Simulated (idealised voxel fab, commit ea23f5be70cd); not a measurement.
process module | voxel gate over fins
cross-section cut | 180 nm wide | cells 5 nm
A cross-section is a grid of square cells, given in bands from the top down. A band is one or more rows of cells.
Each band's line starts with the height of the band's top and of its bottom, in nm. Then come its materials from left to right, each with its width in nm. One material with "throughout" fills the band from edge to edge. "air" is empty space.
Height 0 is the level under which the wafer as received is all one material. The lowest band goes on downwards, as in "0 down".
A width such as "30 to 40" changes by the same amount from each row of cells to the next, from the band's top row to its bottom row.
"no change" after a step means that no cell of the cross-section changed.
closed voids: empty space of 8 cells or more with no open way to the top, each as width x height at its distance from the left edge, in nm
after a step's settings: what the simulator itself notes on the step
overlay nm, on a step with a mask: how far to the right of its planned place the mask lay; to the left if negative
plan
1 op RECEIVE | material Si
2 op CONFORMAL_DEP | material SiN | thk nm 5
3 op PATTERN | tone cover | mask id FINS | material resist | width nm 15 | pitch nm 35 | thk nm 15 | overlay nm 0
4 op DIRECTIONAL_ETCH | etch materials SiN | depth nm 5
5 op DIRECTIONAL_ETCH | etch materials Si | depth nm 35
6 op STRIP | etch materials resist
7 op FILL_DEP | material SiO2 | thk nm 5
8 op CMP | height nm 5
9 op SELECTIVE_ETCH | etch materials SiO2 | depth nm 15
10 op STRIP | etch materials SiN
11 op CONFORMAL_DEP | material HfO2 | thk nm 5
12 op CONFORMAL_DEP | material TiN | thk nm 5
13 op FILL_DEP | material W | thk nm 10
14 op CMP | height nm 15
15 op CONFORMAL_DEP | material SiN | thk nm 5
as received, after step 1
  0 down: Si throughout
  closed voids: none
first wafer at the end, as planned
  20 to 15: SiN throughout
  15 to 10: W throughout
  10 to 5: W 35 | TiN 105 | W 40
  5 to 0: W 35 | TiN 5 | HfO2 25 | TiN 10 | HfO2 25 | TiN 10 | HfO2 25 | TiN 5 | W 40
  0 to -5: TiN 40 | HfO2 5 | Si 15 | HfO2 5 | TiN 10 | HfO2 5 | Si 15 | HfO2 5 | TiN 10 | HfO2 5 | Si 15 | HfO2 5 | TiN 45
  -5 to -10: HfO2 45 | Si 15 | HfO2 20 | Si 15 | HfO2 20 | Si 15 | HfO2 50
  -10 to -35: SiO2 45 | Si 15 | SiO2 20 | Si 15 | SiO2 20 | Si 15 | SiO2 50
  -35 down: Si throughout
  closed voids: none
second wafer at the end: like start, like plan, one mistake
  20 to 15: SiN throughout
  15 to 10: W throughout
  10 to 5: W 35 | TiN 105 | W 40
  5 to 0: W 35 | TiN 5 | HfO2 25 | TiN 10 | HfO2 25 | TiN 10 | HfO2 25 | TiN 5 | W 40
  0 to -5: TiN 40 | HfO2 5 | Si 15 | HfO2 5 | TiN 10 | HfO2 5 | Si 15 | HfO2 5 | TiN 10 | HfO2 5 | Si 15 | HfO2 5 | TiN 45
  -5 to -10: HfO2 45 | Si 15 | HfO2 20 | Si 15 | HfO2 20 | Si 15 | HfO2 50
  -10 to -70: SiO2 45 | Si 15 | SiO2 20 | Si 15 | SiO2 20 | Si 15 | SiO2 50
  -70 down: Si throughout
  closed voids: none
what went wrong: step 5 was run twice
at the end the second wafer has, in cells: 189 fewer of Si | 189 more of SiO2
